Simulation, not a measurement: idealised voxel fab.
The process module that follows is named voxel capacitor over wiring.
The figure presents cross-section cut, which has a width of 255 nm and is divided into square cells with an edge length of 5 nm.
Square cells in a grid make up a cross-section in this document, and the grid is given as bands, listed from the top down, each one or more rows of cells. What a band's entry tells you: where the top is and where the bottom is, as heights in nm, and after that what lies inside, material by material from left to right, each with its width in nm. Empty space is written as the word "empty", and a single material marked with the word "edge to edge" occupies the band from edge to edge. Heights are reckoned from 0. Under this level, the received wafer is all of one material. The bottommost band is open-ended downward, for example "from 0 down". It should be noted that a width expressed as "30->40" varies in equal increments from row to row of cells within the band, taking the value of the first number at the top row and that of the second number at the bottom row. Reading "same as before" for a step: not a cell of the cross-section changed in it. "Unvented voids" contains a list of empty spaces, each no smaller than 8 cells and without an open way to the top, written in the form width x height at distance with the distance from the left edge and all three in nm. It should be noted that, on the line of a given step, the content following the step's settings is a remark produced by the simulator itself with respect to that step. "overlay nm" denotes, for a step that has a mask, the displacement of the mask to the right of its planned place, with negative values corresponding to the left.

Below is the list of planned process steps:
step 1: RECEIVE with material Si
step 2: CONFORMAL_DEP with material SiO2, thk nm 10
step 3: DIRECTIONAL_DEP with material TiN, thk nm 5
step 4: DIRECTIONAL_DEP with material W, thk nm 25
step 5: MASKED_ETCH with tone cover, mask id METAL_1, width nm 25, pitch nm 80, etch materials W, depth nm 25, overlay nm 0
step 6: MASKED_ETCH with tone cover, mask id METAL_1, width nm 25, pitch nm 80, etch materials TiN, depth nm 5, overlay nm 0
step 7: CONFORMAL_DEP with material SiCN, thk nm 5
step 8: FILL_DEP with material lowk, thk nm 10
step 9: CMP with height nm 40
step 10: CONFORMAL_DEP with material SiCN, thk nm 5
step 11: DIRECTIONAL_DEP with material lowk, thk nm 15
step 12: PATTERN with tone open, mask id PLUG_1, material resist, width nm 15, thk nm 20, overlay nm 0
step 13: DIRECTIONAL_ETCH with etch materials lowk, depth nm 15
step 14: DIRECTIONAL_ETCH with etch materials SiCN, depth nm 5
step 15: STRIP with etch materials resist
step 16: CONFORMAL_DEP with material TiN, thk nm 5
step 17: FILL_DEP with material Cu, thk nm 10
step 18: CMP with height nm 60
step 19: DIRECTIONAL_DEP with material TiN, thk nm 5
step 20: DIRECTIONAL_DEP with material HfO2, thk nm 5
step 21: DIRECTIONAL_DEP with material TiN, thk nm 5
step 22: MASKED_ETCH with tone cover, mask id UPPER_PLATE, width nm 60, etch materials TiN, depth nm 5, overlay nm 0
step 23: MASKED_ETCH with tone cover, mask id UPPER_PLATE, width nm 60, etch materials HfO2, depth nm 5, overlay nm 0
step 24: MASKED_ETCH with tone cover, mask id LOWER_PLATE, width nm 70, etch materials TiN, depth nm 5, overlay nm 0
step 25: FILL_DEP with material SiO2, thk nm 15
step 26: CMP with height nm 85
step 27: MASKED_ETCH with tone open, mask id PLUG_2, width nm 15, etch materials SiO2, depth nm 10, overlay nm 0
step 28: CONFORMAL_DEP with material TiN, thk nm 5
step 29: FILL_DEP with material W, thk nm 10
step 30: CMP with height nm 85
step 31: CONFORMAL_DEP with material SiCN, thk nm 5

So this is the incoming wafer in cross-section - it's already been through step 1:
* from 0 down  Si edge to edge
* Unvented voids: none

Cross-sectional view of the first of the two wafers upon completion of the module, processed in accordance with the plan:
* from 90 to 85  SiCN edge to edge
* from 85 to 80  95 of SiO2, then 5 of TiN, then 5 of W, then 5 of TiN, then 145 of SiO2
* from 80 to 70  95->85 of SiO2, then 15->60 of TiN, then 145->110 of SiO2
* from 70 to 65  85 of SiO2, then 60 of HfO2, then 110 of SiO2
* from 65 to 60  80 of SiO2, then 70 of TiN, then 105 of SiO2
* from 60 to 45  85 of lowk, then 5 of TiN, then 5 of Cu, then 5 of TiN, then 155 of lowk
* from 45 to 40  85 of SiCN, then 15 of TiN, then 155 of SiCN
* from 40 to 15  70 of lowk, then 5 of SiCN, then 25 of W, then 5 of SiCN, then 45 of lowk, then 5 of SiCN, then 25 of W, then 5 of SiCN, then 70 of lowk
* from 15 to 10  75 of SiCN, then 25 of TiN, then 55 of SiCN, then 25 of TiN, then 75 of SiCN
* from 10 to 0  SiO2 edge to edge
* from 0 down  Si edge to edge
* Unvented voids: none

second wafer at the end: like start, like plan, one mistake:
* from 90 to 85  SiCN edge to edge
* from 85 to 80  95 of SiO2, then 5 of TiN, then 5 of W, then 5 of TiN, then 145 of SiO2
* from 80 to 70  95->85 of SiO2, then 15->60 of TiN, then 145->110 of SiO2
* from 70 to 65  85 of SiO2, then 60 of HfO2, then 110 of SiO2
* from 65 to 60  80 of SiO2, then 70 of TiN, then 105 of SiO2
* from 60 to 45  80 of lowk, then 5 of TiN, then 15 of Cu, then 5 of TiN, then 150 of lowk
* from 45 to 40  80 of SiCN, then 25 of TiN, then 150 of SiCN
* from 40 to 15  70 of lowk, then 5 of SiCN, then 25 of W, then 5 of SiCN, then 45 of lowk, then 5 of SiCN, then 25 of W, then 5 of SiCN, then 70 of lowk
* from 15 to 10  75 of SiCN, then 25 of TiN, then 55 of SiCN, then 25 of TiN, then 75 of SiCN
* from 10 to 0  SiO2 edge to edge
* from 0 down  Si edge to edge
* Unvented voids: none
Nonconformance to the process plan: step 12 ran as: PATTERN with tone open, mask id PLUG_1, material resist, width nm 25, thk nm 20, overlay nm 0
End check, counted in cells, second wafer has more or fewer of these materials than the first: +6 Cu; -2 SiCN; +2 TiN; -6 lowk
